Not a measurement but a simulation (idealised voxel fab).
process module | voxel transistor to metal
cross-section cut | 170 nm wide | cells 5 nm
A cross-section is a grid of square cells, given in bands from the top down. A band is one or more rows of cells.
Each band's line starts with the height of the band's top and of its bottom, in nm. Then come its materials from left to right, each with its width in nm. One material with "throughout" fills the band from edge to edge. "air" is empty space.
Height 0 is the level under which the wafer as received is all one material. The lowest band goes on downwards, as in "0 down".
A width such as "30 to 40" changes by the same amount from each row of cells to the next, from the band's top row to its bottom row.
"no change" after a step means that no cell of the cross-section changed.
closed voids: empty space of 8 cells or more with no open way to the top, each as width x height at its distance from the left edge, in nm
after a step's settings: what the simulator itself notes on the step
overlay nm, on a step with a mask: how far to the right of its planned place the mask lay; to the left if negative
Each pair below shows a cross-section before one step and the cross-section after it, down to the lowest band that changed. The line under each pair gives the step between them, with its settings. The pairs can come from different runs of this module on the same starting wafer, so a pair continues from the pair above only where its "before" says so.
before
  120 to 110: Cu throughout
  110 to 105: TiN 35 | Cu 10 | TiN 75 | Cu 10 | TiN 40
  105 to 95: lowk 30 | TiN 5 | Cu 10 | TiN 5 | lowk 65 | TiN 5 | Cu 10 | TiN 5 | lowk 35
  95 to 90: lowk 30 | TiN 5 | Cu 5 | TiN 10 | lowk 65 | TiN 5 | Cu 5 | TiN 10 | lowk 35
  90 to 80: lowk 30 | TiN 5 | Cu 5 | TiN 5 | lowk 70 | TiN 5 | Cu 5 | TiN 5 | lowk 40
  80 to 75: SiCN 30 | TiN 15 | SiCN 70 | TiN 15 | SiCN 40
  75 to 50: lowk 30 | TiN 5 | Ru 10 | TiN 5 | lowk 65 | TiN 5 | Ru 10 | TiN 5 | lowk 35
  50 to 45: SiN 30 | TiN 20 | SiN 65 | TiN 20 | SiN 35
  45 to 35: lowk throughout
  35 to 25: SiO2 55 | SiN 10 | SiO2 5 | SiCN 25 | SiO2 5 | SiN 10 | SiO2 60
  25 to 5: SiO2 55 | SiN 10 | SiO2 5 | polySi 25 | SiO2 5 | SiN 10 | SiO2 60
  5 to 0: SiO2 25 | pSi 30 | SiN 10 | SiO2 5 | polySi 25 | SiO2 5 | SiN 10 | pSi 30 | SiO2 30
  0 to -5: SiO2 20 | SiN 10 | pSi 25 | SiN 10 | SiO2 5 | polySi 25 | SiO2 5 | SiN 10 | pSi 25 | SiN 10 | SiO2 25
  -5 to -10: SiO2 30 | pSi 25 | SiO2 55 | pSi 25 | SiO2 35
  -10 to -20: SiO2 25 | Si 5 | pSi 25 | Si 55 | pSi 25 | Si 5 | SiO2 30
  -20 to -35: SiO2 25 | Si 115 | SiO2 30
  -35 down: Si throughout
  closed voids: none
after
  105 to 95: lowk 30 | TiN 5 | Cu 10 | TiN 5 | lowk 65 | TiN 5 | Cu 10 | TiN 5 | lowk 35
  below 95: unchanged
  closed voids: none
the step between: op CMP | height nm 105
before: the cross-section after the pair above
after
  110 to 105: SiCN throughout
  below 105: unchanged
  closed voids: none
the step between: op CONFORMAL_DEP | material SiCN | thk nm 5
before
  105 to 90: lowk 30 | air 20 | lowk 65 | air 20 | lowk 35
  90 to 80: lowk throughout
  80 to 75: SiCN throughout
  75 to 50: lowk 30 | TiN 5 | Ru 10 | TiN 5 | lowk 65 | TiN 5 | Ru 10 | TiN 5 | lowk 35
  50 to 45: SiN 30 | TiN 20 | SiN 65 | TiN 20 | SiN 35
  45 to 35: SiO2 30 | TiN 5 | W 25 to 15 | TiN 5 to 15 | SiO2 35 | TiN 5 to 15 | W 25 to 15 | TiN 5 | SiO2 35
  35 to 25: SiO2 30 | TiN 5 | W 15 | TiN 5 | SiN 10 | SiO2 5 | SiCN 25 | SiO2 5 | SiN 10 | TiN 5 | W 15 | TiN 5 | SiO2 35
  25 to 10: SiO2 30 | TiN 5 | W 15 | TiN 5 | SiN 10 | SiO2 5 | polySi 25 | SiO2 5 | SiN 10 | TiN 5 | W 15 | TiN 5 | SiO2 35
  10 to 5: SiO2 30 | TiN 25 | SiN 10 | SiO2 5 | polySi 25 | SiO2 5 | SiN 10 | TiN 25 | SiO2 35
  5 to 0: SiO2 25 | pSi 30 | SiN 10 | SiO2 5 | polySi 25 | SiO2 5 | SiN 10 | pSi 30 | SiO2 30
  0 to -5: SiO2 20 | SiN 10 | pSi 25 | SiN 10 | SiO2 5 | polySi 25 | SiO2 5 | SiN 10 | pSi 25 | SiN 10 | SiO2 25
  -5 to -10: SiO2 30 | pSi 25 | SiO2 55 | pSi 25 | SiO2 35
  -10 to -20: SiO2 25 | Si 5 | pSi 25 | Si 55 | pSi 25 | Si 5 | SiO2 30
  -20 to -35: SiO2 25 | Si 115 | SiO2 30
  -35 down: Si throughout
  closed voids: none
after
  95 to 90: lowk 30 | air 20 | lowk 65 | air 20 | lowk 35
  90 to 80: lowk 45 | air 5 | lowk 80 | air 5 | lowk 35
  below 80: unchanged
  closed voids: none
the step between: op MASKED_ETCH | tone cover | mask id METAL_2_HOLES | width nm 15 | pitch nm 85 | etch materials lowk | depth nm 10 | overlay nm 0
before: the cross-section after the pair above
after
  100 to 95: TiN 35 | air 10 | TiN 75 | air 10 | TiN 40
  95 to 90: lowk 30 | TiN 20 | lowk 65 | TiN 20 | lowk 35
  90 to 80: lowk 45 | TiN 5 | lowk 80 | TiN 5 | lowk 35
  below 80: unchanged
  closed voids: none
the step between: op CONFORMAL_DEP | material TiN | thk nm 5
before: the cross-section after the pair above
after
  110 to 100: Cu throughout
  100 to 95: TiN 35 | Cu 10 | TiN 75 | Cu 10 | TiN 40
  below 95: unchanged
  closed voids: none
the step between: op FILL_DEP | material Cu | thk nm 10
before: the cross-section after the pair above
after
  105 to 100: Cu throughout
  below 100: unchanged
  closed voids: none
the step between: op CMP | height nm 105
before: the cross-section after the pair above
after
  110 to 105: SiCN throughout
  below 105: unchanged
  closed voids: none
the step between: op CONFORMAL_DEP | material SiCN | thk nm 5
